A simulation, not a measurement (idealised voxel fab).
A process module follows: voxel ribs on slabs.
Pictured: cross-section cut, 275 nm wide, on a grid of 5 nm square cells.
Cross-section spec: square-cell grid; bands listed top down; each band is one or more rows. Look at the band entry: it leads with the top's height and the bottom's height in nm. Then it lists the materials left to right, with a width in nm for each. The word "full width" on a single material says that material fills the band edge to edge. The word "air" is empty space. Height reference: 0 = level under which incoming wafer is all one material. Lowest band: no bottom, runs on downward, e.g. "0 down". So if you see something like "30->40" for the width, read it as the top row of the band sitting at the first number and the bottom row at the second, with every row in between moving by the same amount as the last. A step reported as "identical to before" is a step in which no cell of the cross-section changed. Enclosed voids (no open way to top), threshold 8 cells or more, entry "Catalogued sealed voids", notation width x height at distance, distance from left edge, nm. Formally, on a step line, whatever follows the settings is a remark that the simulator itself makes on the step. Each step line may optionally specify "overlay nm", which for a step with a mask gives the rightward distance between the mask's planned place and where it lay, a negative value indicating the leftward direction.
Process steps foreseen in the plan:
- 1: RECEIVE: material Si
- 2: DIRECTIONAL_DEP: material SiO2, thk nm 25
- 3: DIRECTIONAL_DEP: material SiN, thk nm 25
- 4: PATTERN: tone cover, mask id RIB, material resist, width nm 25, thk nm 15, overlay nm 0
- 5: DIRECTIONAL_ETCH: etch materials SiN, depth nm 20
- 6: STRIP: etch materials resist
- 7: MASKED_ETCH: tone cover, mask id SLAB, width nm 85, etch materials SiN, depth nm 5, overlay nm 0
- 8: FILL_DEP: material SiO2, thk nm 25
- 9: CMP: height nm 70
- 10: DIRECTIONAL_DEP: material W, thk nm 5
- 11: MASKED_ETCH: tone cover, mask id HEATER, width nm 35, etch materials W, depth nm 5, overlay nm 0
- 12: CONFORMAL_DEP: material SiO2, thk nm 10
Account of the first of two wafers, which was processed as intended:
Cross-section of the wafer upon arrival, representing the state reached after step 1:
> 0 down = Si full width
> Catalogued sealed voids: none
Once step 2 is through, the wafer looks like this in cross-section:
> 25 to 0 = SiO2 full width
> Below a height of 0, the structure has not been altered.
Once step 3 is through, the wafer looks like this in cross-section:
> 50 to 25 = SiN full width
> Below a height of 25, the structure has not been altered.
Once step 4 is through, the wafer looks like this in cross-section:
> 65 to 50 = air=125; resist=25; air=125
> Below a height of 50, the structure has not been altered.
Once step 5 is through, the wafer looks like this in cross-section:
> 65 to 50 = air=125; resist=25; air=125
> 50 to 30 = air=125; SiN=25; air=125
> Below a height of 30, the structure has not been altered.
Once step 6 is through, the wafer looks like this in cross-section:
> 50 to 30 = air=125; SiN=25; air=125
> Below a height of 30, the structure has not been altered.
Once step 7 is through, the wafer looks like this in cross-section:
> 50 to 30 = air=125; SiN=25; air=125
> 30 to 25 = air=95; SiN=85; air=95
> Below a height of 25, the structure has not been altered.
Once step 8 is through, the wafer looks like this in cross-section:
> 75 to 50 = SiO2 full width
> 50 to 30 = SiO2=125; SiN=25; SiO2=125
> 30 to 25 = SiO2=95; SiN=85; SiO2=95
> Below a height of 25, the structure has not been altered.
Once step 9 is through, the wafer looks like this in cross-section:
> 70 to 50 = SiO2 full width
> Below a height of 50, the structure has not been altered.
Once step 10 is through, the wafer looks like this in cross-section:
> 75 to 70 = W full width
> Below a height of 70, the structure has not been altered.
Once step 11 is through, the wafer looks like this in cross-section:
> 75 to 70 = air=120; W=35; air=120
> Below a height of 70, the structure has not been altered.
Once step 12 is through, the wafer looks like this in cross-section:
> 85 to 80 = air=110; SiO2=55; air=110
> 80 to 75 = SiO2 full width
> 75 to 70 = SiO2=120; W=35; SiO2=120
> Below a height of 70, the structure has not been altered.
second wafer: like start, like plan, one mistake. Through step 11 it matches the first wafer:
Second wafer at the planned finish of step 12, seen in cross-section: identical to before
Against the plan, the run slipped here: step 12 of the plan was bypassed and not carried out
The second wafer ends with more or fewer cells of some materials than the first, per final count: SiO2: 114 fewer
